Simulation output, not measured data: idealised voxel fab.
Process module heading - voxel tone inversion
The cross-section shown here is cut; it is 200 nm wide and divided into square cells measuring 5 nm on a side.
Bands, listed from the top down, are how a cross-section gets written in this document; the cross-section itself is a grid of square cells, and a band is one or more rows of them. This entry defines a band. It first specifies the height of the band's top and the height of its bottom in nm, and then specifies the band's materials from left to right, stating each material with its width in nm. The word "edge to edge" identifies a single material that fills the band from edge to edge, while the word "blank" identifies empty space. For the purposes of this specification, 0 denotes the height below which the wafer in its as-received condition is composed wholly of one material, and the lowermost band, lacking a lower limit, extends downward without end, as expressed in "0..down". The two numbers in a width such as "30..40" mark its ends across the band: the first belongs to the top row of cells, the second to the bottom row, and from each row to the next the width moves by the same amount. Given "no change" for a step, no cell of the cross-section differs between before and after that step. If an empty space has no open way to the top and is at least 8 cells in size, "Entrapped voids" lists it, written width x height at distance, where distance is measured from the left edge and every value is in nm. Heads up: the bit after the settings on a step's line is the simulator's remark on that step. A step line may carry the setting "overlay nm", which, for steps involving a mask, states the distance by which the mask lay to the right of its intended position; negative values denote displacement to the left.

## These are the steps we planned for the process
1: RECEIVE, material Si
2: CONFORMAL_DEP, material SiCN, thk nm 5
3: DIRECTIONAL_DEP, material polySi, thk nm 25
4: PATTERN, tone cover, mask id POSTS, material resist, width nm 15, pitch nm 45, thk nm 30, overlay nm 0
5: DIRECTIONAL_ETCH, etch materials polySi, depth nm 25
6: STRIP, etch materials resist
7: FILL_DEP, material lowk, thk nm 10
8: CMP, height nm 30
9: STRIP, etch materials polySi
10: CONFORMAL_DEP, material TiN, thk nm 5
11: FILL_DEP, material Cu, thk nm 10
12: CMP, height nm 30
13: CONFORMAL_DEP, material SiN, thk nm 5
Across this set of wafers, the varied parameter is the width nm of step 4. Starting conditions are identical for every wafer, and the plan reports the value assigned to the first wafer.

## Incoming state of the first of several wafers in cross-section: after step 1
* 0..down = Si edge to edge
* Entrapped voids: none

## Module end state after final step 13: cross-section of the first of several wafers
* 35..30 = SiN edge to edge
* 30..10 = 45 nm lowk  5 nm TiN  5 nm Cu  5 nm TiN  30 nm lowk  5 nm TiN  5 nm Cu  5 nm TiN  30 nm lowk  5 nm TiN  5 nm Cu  5 nm TiN  50 nm lowk
* 10..5 = 45 nm lowk  15 nm TiN  30 nm lowk  15 nm TiN  30 nm lowk  15 nm TiN  50 nm lowk
* 5..0 = SiCN edge to edge
* 0..down = Si edge to edge
* Entrapped voids: none

## Last wafer of the set, cross-sectioned at end of module
* 35..30 = SiN edge to edge
* 30..10 = 40 nm lowk  5 nm TiN  20 nm Cu  5 nm TiN  15 nm lowk  5 nm TiN  20 nm Cu  5 nm TiN  15 nm lowk  5 nm TiN  20 nm Cu  5 nm TiN  40 nm lowk
* 10..5 = 40 nm lowk  30 nm TiN  15 nm lowk  30 nm TiN  15 nm lowk  30 nm TiN  40 nm lowk
* 5..0 = SiCN edge to edge
* 0..down = Si edge to edge
* Entrapped voids: none

## Per-wafer rows below. For each material: cells gained (+) or lost (-) since the wafer was received, as of end of module. Then: closed voids
width nm 15, +12 Cu, +40 SiCN, +40 SiN, +33 TiN, +155 lowk, Entrapped voids: none
width nm 20, +24 Cu, +40 SiCN, +40 SiN, +36 TiN, +140 lowk, Entrapped voids: none
width nm 25, +36 Cu, +40 SiCN, +40 SiN, +39 TiN, +125 lowk, Entrapped voids: none
width nm 30, +48 Cu, +40 SiCN, +40 SiN, +42 TiN, +110 lowk, Entrapped voids: none
